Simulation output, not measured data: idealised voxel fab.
Proc. module: voxel ribs on slabs
In the cross-section labelled cut, the width is 185 nm and each square cell is 5 nm.
Each cross-section below is a grid of square cells, stated as bands in top-down order, with one or more rows of cells making up each band.
A band entry consists of two parts. The first gives the height of the band's top and the height of its bottom, in nm. The rest lists the band's materials from left to right, each with its width in nm. A single material labelled with the word "edge to edge" fills the band from edge to edge, and the word "empty" marks empty space.
Heads up on the height convention: 0 is the point under which the incoming wafer is all one material, and the lowest band has no bottom, it just keeps going down, like "top 0, no bottom".
Note: "30 to 40" means the width goes from the first number (top row of the band) to the second number (bottom row) in equal steps per row of cells.
"everything unchanged" after a step means that no cell of the cross-section changed.
Heads up: "Closed void roster" only lists the empty pockets with no open path to the top that are 8 cells or more, and it writes them as width x height at distance, distance from the left edge, in nm.
Anything after a step's settings on that line? It's the simulator's own note about the step.
"overlay nm" answers the question of how far to the right of plan the mask lay on a step that has a mask, and when it is negative the answer is to the left.
For the reader: what remains of this document is a series of pairs, each showing a cross-section before one process step and a cross-section after that step which reaches down only to the lowest band that changed, with the step between them and its settings set out under the pair. It should not be assumed that a pair continues from the pair above it; the pairs can come from different runs of this module on the same starting wafer, and such continuity exists only where the entry headed "Prior to processing" says so.

Prior to processing
	top 0, no bottom  Si edge to edge
	Closed void roster: none

Step Result
	top 30, bottom 0  SiO2 edge to edge
	All layers under 0 are left as they were.
	Closed void roster: none
Between the two cross-sections above, the process step reads DIRECTIONAL_DEP with material SiO2, thk nm 30

Prior to processing: same picture as after in the pair right above, so we don't repeat it.

Step Result
	top 50, bottom 30  SiN edge to edge
	All layers under 30 are left as they were.
	Closed void roster: none
Between the two cross-sections above, the process step reads DIRECTIONAL_DEP with material SiN, thk nm 20

Prior to processing: same picture as after in the pair right above, so we don't repeat it.

Step Result
	top 50, bottom 35  empty 80 | SiN 25 | empty 80
	All layers under 35 are left as they were.
	Closed void roster: none
Between the two cross-sections above, the process step reads MASKED_ETCH with tone cover, mask id RIB, width nm 25, etch materials SiN, depth nm 15, overlay nm 0

Prior to processing: same picture as after in the pair right above, so we don't repeat it.

Step Result
	top 50, bottom 35  empty 80 | SiN 25 | empty 80
	top 35, bottom 30  empty 55 | SiN 75 | empty 55
	All layers under 30 are left as they were.
	Closed void roster: none
Between the two cross-sections above, the process step reads MASKED_ETCH with tone cover, mask id SLAB, width nm 75, etch materials SiN, depth nm 5, overlay nm 0

Prior to processing: same picture as after in the pair right above, so we don't repeat it.

Step Result
	top 75, bottom 50  SiO2 edge to edge
	top 50, bottom 35  SiO2 80 | SiN 25 | SiO2 80
	top 35, bottom 30  SiO2 55 | SiN 75 | SiO2 55
	All layers under 30 are left as they were.
	Closed void roster: none
Between the two cross-sections above, the process step reads FILL_DEP with material SiO2, thk nm 25

Prior to processing: same picture as after in the pair right above, so we don't repeat it.

Step Result
	top 70, bottom 50  SiO2 edge to edge
	All layers under 50 are left as they were.
	Closed void roster: none
Between the two cross-sections above, the process step reads CMP with height nm 70

Prior to processing: same picture as after in the pair right above, so we don't repeat it.

Step Result
	top 75, bottom 70  TiN edge to edge
	All layers under 70 are left as they were.
	Closed void roster: none
Between the two cross-sections above, the process step reads DIRECTIONAL_DEP with material TiN, thk nm 5

Prior to processing: same picture as after in the pair right above, so we don't repeat it.

Step Result
	top 95, bottom 75  empty 75 | resist 35 | empty 75
	All layers under 75 are left as they were.
	Closed void roster: none
Between the two cross-sections above, the process step reads PATTERN with tone cover, mask id HEATER, material resist, width nm 35, thk nm 20, overlay nm 0

Prior to processing: same picture as after in the pair right above, so we don't repeat it.

Step Result
	top 95, bottom 75  empty 75 | resist 35 | empty 75
	top 75, bottom 70  empty 75 | TiN 35 | empty 75
	All layers under 70 are left as they were.
	Closed void roster: none
Between the two cross-sections above, the process step reads DIRECTIONAL_ETCH with etch materials TiN, depth nm 5

Prior to processing: same picture as after in the pair right above, so we don't repeat it.

Step Result
	top 75, bottom 70  empty 75 | TiN 35 | empty 75
	All layers under 70 are left as they were.
	Closed void roster: none
Between the two cross-sections above, the process step reads STRIP with etch materials resist

Prior to processing: same picture as after in the pair right above, so we don't repeat it.

Step Result
	top 80, bottom 75  empty 70 | SiN 45 | empty 70
	top 75, bottom 70  SiN 75 | TiN 35 | SiN 75
	All layers under 70 are left as they were.
	Closed void roster: none
Between the two cross-sections above, the process step reads CONFORMAL_DEP with material SiN, thk nm 5

Prior to processing
	top 30, bottom 0  SiO2 edge to edge
	top 0, no bottom  Si edge to edge
	Closed void roster: none

Step Result
	top 60, bottom 0  SiO2 edge to edge
	All layers under 0 are left as they were.
	Closed void roster: none
Between the two cross-sections above, the process step reads DIRECTIONAL_DEP with material SiO2, thk nm 30

Prior to processing: same picture as after in the pair right above, so we don't repeat it.

Step Result
	top 80, bottom 60  SiN edge to edge
	All layers under 60 are left as they were.
	Closed void roster: none
Between the two cross-sections above, the process step reads DIRECTIONAL_DEP with material SiN, thk nm 20

Prior to processing: same picture as after in the pair right above, so we don't repeat it.

Step Result
	top 80, bottom 65  empty 80 | SiN 25 | empty 80
	All layers under 65 are left as they were.
	Closed void roster: none
Between the two cross-sections above, the process step reads MASKED_ETCH with tone cover, mask id RIB, width nm 25, etch materials SiN, depth nm 15, overlay nm 0

Prior to processing: same picture as after in the pair right above, so we don't repeat it.

Step Result
	top 80, bottom 65  empty 80 | SiN 25 | empty 80
	top 65, bottom 60  empty 55 | SiN 75 | empty 55
	All layers under 60 are left as they were.
	Closed void roster: none
Between the two cross-sections above, the process step reads MASKED_ETCH with tone cover, mask id SLAB, width nm 75, etch materials SiN, depth nm 5, overlay nm 0

Prior to processing: same picture as after in the pair right above, so we don't repeat it.

Step Result
	top 105, bottom 80  SiO2 edge to edge
	top 80, bottom 65  SiO2 80 | SiN 25 | SiO2 80
	top 65, bottom 60  SiO2 55 | SiN 75 | SiO2 55
	All layers under 60 are left as they were.
	Closed void roster: none
Between the two cross-sections above, the process step reads FILL_DEP with material SiO2, thk nm 25

Prior to processing: same picture as after in the pair right above, so we don't repeat it.

Step Result
	top 70, bottom 60  SiO2 80 to 55 | SiN 25 to 75 | SiO2 80 to 55
	All layers under 60 are left as they were.
	Closed void roster: none
Between the two cross-sections above, the process step reads CMP with height nm 70

Prior to processing: same picture as after in the pair right above, so we don't repeat it.

Step Result
	top 75, bottom 70  TiN edge to edge
	All layers under 70 are left as they were.
	Closed void roster: none
Between the two cross-sections above, the process step reads DIRECTIONAL_DEP with material TiN, thk nm 5

Prior to processing: same picture as after in the pair right above, so we don't repeat it.

Step Result
	top 95, bottom 75  empty 75 | resist 35 | empty 75
	All layers under 75 are left as they were.
	Closed void roster: none
Between the two cross-sections above, the process step reads PATTERN with tone cover, mask id HEATER, material resist, width nm 35, thk nm 20, overlay nm 0

Prior to processing: same picture as after in the pair right above, so we don't repeat it.

Step Result
	top 95, bottom 75  empty 75 | resist 35 | empty 75
	top 75, bottom 70  empty 75 | TiN 35 | empty 75
	All layers under 70 are left as they were.
	Closed void roster: none
Between the two cross-sections above, the process step reads DIRECTIONAL_ETCH with etch materials TiN, depth nm 5

Prior to processing: same picture as after in the pair right above, so we don't repeat it.

Step Result
	top 75, bottom 70  empty 75 | TiN 35 | empty 75
	All layers under 70 are left as they were.
	Closed void roster: none
Between the two cross-sections above, the process step reads STRIP with etch materials resist

Prior to processing: same picture as after in the pair right above, so we don't repeat it.

Step Result
	top 80, bottom 75  empty 70 | SiN 45 | empty 70
	top 75, bottom 70  SiN 75 | TiN 35 | SiN 75
	All layers under 70 are left as they were.
	Closed void roster: none
Between the two cross-sections above, the process step reads CONFORMAL_DEP with material SiN, thk nm 5

Prior to processing
	top 0, no bottom  Si edge to edge
	Closed void roster: none

Step Result
	top 20, bottom 0  SiN edge to edge
	All layers under 0 are left as they were.
	Closed void roster: none
Between the two cross-sections above, the process step reads DIRECTIONAL_DEP with material SiN, thk nm 20

Prior to processing: same picture as after in the pair right above, so we don't repeat it.

Step Result
	top 50, bottom 20  SiO2 edge to edge
	All layers under 20 are left as they were.
	Closed void roster: none
Between the two cross-sections above, the process step reads DIRECTIONAL_DEP with material SiO2, thk nm 30

Prior to processing: same picture as after in the pair right above, so we don't repeat it.

Step Result
	top 75, bottom 20  SiO2 edge to edge
	All layers under 20 are left as they were.
	Closed void roster: none
Between the two cross-sections above, the process step reads FILL_DEP with material SiO2, thk nm 25

Prior to processing: same picture as after in the pair right above, so we don't repeat it.

Step Result
	top 70, bottom 20  SiO2 edge to edge
	All layers under 20 are left as they were.
	Closed void roster: none
Between the two cross-sections above, the process step reads CMP with height nm 70

Prior to processing: same picture as after in the pair right above, so we don't repeat it.

Step Result
	top 75, bottom 70  TiN edge to edge
	All layers under 70 are left as they were.
	Closed void roster: none
Between the two cross-sections above, the process step reads DIRECTIONAL_DEP with material TiN, thk nm 5

Prior to processing: same picture as after in the pair right above, so we don't repeat it.

Step Result
	top 95, bottom 75  empty 75 | resist 35 | empty 75
	All layers under 75 are left as they were.
	Closed void roster: none
Between the two cross-sections above, the process step reads PATTERN with tone cover, mask id HEATER, material resist, width nm 35, thk nm 20, overlay nm 0

Prior to processing: same picture as after in the pair right above, so we don't repeat it.

Step Result
	top 95, bottom 75  empty 75 | resist 35 | empty 75
	top 75, bottom 70  empty 75 | TiN 35 | empty 75
	All layers under 70 are left as they were.
	Closed void roster: none
Between the two cross-sections above, the process step reads DIRECTIONAL_ETCH with etch materials TiN, depth nm 5

Prior to processing: same picture as after in the pair right above, so we don't repeat it.

Step Result
	top 75, bottom 70  empty 75 | TiN 35 | empty 75
	All layers under 70 are left as they were.
	Closed void roster: none
Between the two cross-sections above, the process step reads STRIP with etch materials resist

Prior to processing: same picture as after in the pair right above, so we don't repeat it.

Step Result
	top 80, bottom 75  empty 70 | SiN 45 | empty 70
	top 75, bottom 70  SiN 75 | TiN 35 | SiN 75
	All layers under 70 are left as they were.
	Closed void roster: none
Between the two cross-sections above, the process step reads CONFORMAL_DEP with material SiN, thk nm 5

Prior to processing
	top 30, bottom 0  SiO2 edge to edge
	top 0, no bottom  Si edge to edge
	Closed void roster: none

Step Result
	top 55, bottom 30  SiN edge to edge
	All layers under 30 are left as they were.
	Closed void roster: none
Between the two cross-sections above, the process step reads DIRECTIONAL_DEP with material SiN, thk nm 25

Prior to processing: same picture as after in the pair right above, so we don't repeat it.

Step Result
	top 55, bottom 40  empty 80 | SiN 25 | empty 80
	All layers under 40 are left as they were.
	Closed void roster: none
Between the two cross-sections above, the process step reads MASKED_ETCH with tone cover, mask id RIB, width nm 25, etch materials SiN, depth nm 15, overlay nm 0

Prior to processing: same picture as after in the pair right above, so we don't repeat it.

Step Result
	top 55, bottom 40  empty 80 | SiN 25 | empty 80
	top 40, bottom 35  empty 55 | SiN 75 | empty 55
	All layers under 35 are left as they were.
	Closed void roster: none
Between the two cross-sections above, the process step reads MASKED_ETCH with tone cover, mask id SLAB, width nm 75, etch materials SiN, depth nm 5, overlay nm 0

Prior to processing: same picture as after in the pair right above, so we don't repeat it.

Step Result
	top 80, bottom 55  SiO2 edge to edge
	top 55, bottom 40  SiO2 80 | SiN 25 | SiO2 80
	top 40, bottom 35  SiO2 55 | SiN 75 | SiO2 55
	All layers under 35 are left as they were.
	Closed void roster: none
Between the two cross-sections above, the process step reads FILL_DEP with material SiO2, thk nm 25

Prior to processing: same picture as after in the pair right above, so we don't repeat it.

Step Result
	top 70, bottom 55  SiO2 edge to edge
	All layers under 55 are left as they were.
	Closed void roster: none
Between the two cross-sections above, the process step reads CMP with height nm 70

Prior to processing: same picture as after in the pair right above, so we don't repeat it.

Step Result
	top 75, bottom 70  TiN edge to edge
	All layers under 70 are left as they were.
	Closed void roster: none
Between the two cross-sections above, the process step reads DIRECTIONAL_DEP with material TiN, thk nm 5

Prior to processing: same picture as after in the pair right above, so we don't repeat it.

Step Result
	top 95, bottom 75  empty 75 | resist 35 | empty 75
	All layers under 75 are left as they were.
	Closed void roster: none
Between the two cross-sections above, the process step reads PATTERN with tone cover, mask id HEATER, material resist, width nm 35, thk nm 20, overlay nm 0

Prior to processing: same picture as after in the pair right above, so we don't repeat it.

Step Result
	top 95, bottom 75  empty 75 | resist 35 | empty 75
	top 75, bottom 70  empty 75 | TiN 35 | empty 75
	All layers under 70 are left as they were.
	Closed void roster: none
Between the two cross-sections above, the process step reads DIRECTIONAL_ETCH with etch materials TiN, depth nm 5

Prior to processing: same picture as after in the pair right above, so we don't repeat it.

Step Result
	top 75, bottom 70  empty 75 | TiN 35 | empty 75
	All layers under 70 are left as they were.
	Closed void roster: none
Between the two cross-sections above, the process step reads STRIP with etch materials resist

Prior to processing: same picture as after in the pair right above, so we don't repeat it.

Step Result
	top 80, bottom 75  empty 70 | SiN 45 | empty 70
	top 75, bottom 70  SiN 75 | TiN 35 | SiN 75
	All layers under 70 are left as they were.
	Closed void roster: none
Between the two cross-sections above, the process step reads CONFORMAL_DEP with material SiN, thk nm 5

Prior to processing
	top 50, bottom 35  empty 80 | SiN 25 | empty 80
	top 35, bottom 30  SiN edge to edge
	top 30, bottom 0  SiO2 edge to edge
	top 0, no bottom  Si edge to edge
	Closed void roster: none

Step Result
	top 50, bottom 35  empty 80 | SiN 25 | empty 80
	top 35, bottom 30  empty 60 | SiN 70 | empty 55
	All layers under 30 are left as they were.
	Closed void roster: none
Between the two cross-sections above, the process step reads MASKED_ETCH with tone cover, mask id SLAB, width nm 70, etch materials SiN, depth nm 5, overlay nm 0

Prior to processing: same picture as after in the pair right above, so we don't repeat it.

Step Result
	top 75, bottom 50  SiO2 edge to edge
	top 50, bottom 35  SiO2 80 | SiN 25 | SiO2 80
	top 35, bottom 30  SiO2 60 | SiN 70 | SiO2 55
	All layers under 30 are left as they were.
	Closed void roster: none
Between the two cross-sections above, the process step reads FILL_DEP with material SiO2, thk nm 25

Prior to processing: same picture as after in the pair right above, so we don't repeat it.

Step Result
	top 70, bottom 50  SiO2 edge to edge
	All layers under 50 are left as they were.
	Closed void roster: none
Between the two cross-sections above, the process step reads CMP with height nm 70

Prior to processing: same picture as after in the pair right above, so we don't repeat it.

Step Result
	top 75, bottom 70  TiN edge to edge
	All layers under 70 are left as they were.
	Closed void roster: none
Between the two cross-sections above, the process step reads DIRECTIONAL_DEP with material TiN, thk nm 5

Prior to processing: same picture as after in the pair right above, so we don't repeat it.

Step Result
	top 95, bottom 75  empty 75 | resist 35 | empty 75
	All layers under 75 are left as they were.
	Closed void roster: none
Between the two cross-sections above, the process step reads PATTERN with tone cover, mask id HEATER, material resist, width nm 35, thk nm 20, overlay nm 0

Prior to processing: same picture as after in the pair right above, so we don't repeat it.

Step Result
	top 95, bottom 75  empty 75 | resist 35 | empty 75
	top 75, bottom 70  empty 75 | TiN 35 | empty 75
	All layers under 70 are left as they were.
	Closed void roster: none
Between the two cross-sections above, the process step reads DIRECTIONAL_ETCH with etch materials TiN, depth nm 5

Prior to processing: same picture as after in the pair right above, so we don't repeat it.

Step Result
	top 75, bottom 70  empty 75 | TiN 35 | empty 75
	All layers under 70 are left as they were.
	Closed void roster: none
Between the two cross-sections above, the process step reads STRIP with etch materials resist

Prior to processing: same picture as after in the pair right above, so we don't repeat it.

Step Result
	top 80, bottom 75  empty 70 | SiN 45 | empty 70
	top 75, bottom 70  SiN 75 | TiN 35 | SiN 75
	All layers under 70 are left as they were.
	Closed void roster: none
Between the two cross-sections above, the process step reads CONFORMAL_DEP with material SiN, thk nm 5

Prior to processing
	top 75, bottom 70  TiN edge to edge
	top 70, bottom 50  SiO2 edge to edge
	top 50, bottom 35  SiO2 80 | SiN 25 | SiO2 80
	top 35, bottom 30  SiO2 55 | SiN 75 | SiO2 55
	top 30, bottom 0  SiO2 edge to edge
	top 0, no bottom  Si edge to edge
	Closed void roster: none

Step Result
	top 95, bottom 75  empty 65 | resist 35 | empty 85
	All layers under 75 are left as they were.
	Closed void roster: none
Between the two cross-sections above, the process step reads PATTERN with tone cover, mask id HEATER, material resist, width nm 35, thk nm 20, overlay nm -10

Prior to processing: same picture as after in the pair right above, so we don't repeat it.

Step Result
	top 95, bottom 75  empty 65 | resist 35 | empty 85
	top 75, bottom 70  empty 65 | TiN 35 | empty 85
	All layers under 70 are left as they were.
	Closed void roster: none
Between the two cross-sections above, the process step reads DIRECTIONAL_ETCH with etch materials TiN, depth nm 5

Prior to processing: same picture as after in the pair right above, so we don't repeat it.

Step Result
	top 75, bottom 70  empty 65 | TiN 35 | empty 85
	All layers under 70 are left as they were.
	Closed void roster: none
Between the two cross-sections above, the process step reads STRIP with etch materials resist

Prior to processing: same picture as after in the pair right above, so we don't repeat it.

Step Result
	top 80, bottom 75  empty 60 | SiN 45 | empty 80
	top 75, bottom 70  SiN 65 | TiN 35 | SiN 85
	All layers under 70 are left as they were.
	Closed void roster: none
Between the two cross-sections above, the process step reads CONFORMAL_DEP with material SiN, thk nm 5

Prior to processing
	top 70, bottom 50  SiO2 edge to edge
	top 50, bottom 35  SiO2 80 | SiN 25 | SiO2 80
	top 35, bottom 30  SiO2 55 | SiN 75 | SiO2 55
	top 30, bottom 0  SiO2 edge to edge
	top 0, no bottom  Si edge to edge
	Closed void roster: none

Step Result
	top 75, bottom 70  SiN edge to edge
	All layers under 70 are left as they were.
	Closed void roster: none
Between the two cross-sections above, the process step reads DIRECTIONAL_DEP with material SiN, thk nm 5

Prior to processing: same picture as after in the pair right above, so we don't repeat it.

Step Result
	top 95, bottom 75  empty 75 | resist 35 | empty 75
	All layers under 75 are left as they were.
	Closed void roster: none
Between the two cross-sections above, the process step reads PATTERN with tone cover, mask id HEATER, material resist, width nm 35, thk nm 20, overlay nm 0

Prior to processing: same picture as after in the pair right above, so we don't repeat it.

Step Result
	top 75, bottom 70  SiN edge to edge
	All layers under 70 are left as they were.
	Closed void roster: none
Between the two cross-sections above, the process step reads STRIP with etch materials resist

Prior to processing: same picture as after in the pair right above, so we don't repeat it.

Step Result
	top 80, bottom 70  SiN edge to edge
	All layers under 70 are left as they were.
	Closed void roster: none
Between the two cross-sections above, the process step reads CONFORMAL_DEP with material SiN, thk nm 5

Prior to processing
	top 75, bottom 70  TiN edge to edge
	top 70, bottom 50  SiO2 edge to edge
	top 50, bottom 35  SiO2 80 | SiN 25 | SiO2 80
	top 35, bottom 30  SiO2 55 | SiN 75 | SiO2 55
	top 30, bottom 0  SiO2 edge to edge
	top 0, no bottom  Si edge to edge
	Closed void roster: none

Step Result
	top 95, bottom 75  resist 75 | empty 35 | resist 75
	All layers under 75 are left as they were.
	Closed void roster: none
Between the two cross-sections above, the process step reads PATTERN with tone open, mask id HEATER, material resist, width nm 35, thk nm 20, overlay nm 0

Prior to processing: same picture as after in the pair right above, so we don't repeat it.

Step Result
	top 95, bottom 75  resist 75 | empty 35 | resist 75
	top 75, bottom 70  TiN 75 | empty 35 | TiN 75
	All layers under 70 are left as they were.
	Closed void roster: none
Between the two cross-sections above, the process step reads DIRECTIONAL_ETCH with etch materials TiN, depth nm 5

Prior to processing: same picture as after in the pair right above, so we don't repeat it.

Step Result
	top 75, bottom 70  TiN 75 | empty 35 | TiN 75
	All layers under 70 are left as they were.
	Closed void roster: none
Between the two cross-sections above, the process step reads STRIP with etch materials resist

Prior to processing: same picture as after in the pair right above, so we don't repeat it.

Step Result
	top 80, bottom 75  SiN 80 | empty 25 | SiN 80
	top 75, bottom 70  TiN 75 | SiN 35 | TiN 75
	All layers under 70 are left as they were.
	Closed void roster: none
Between the two cross-sections above, the process step reads CONFORMAL_DEP with material SiN, thk nm 5
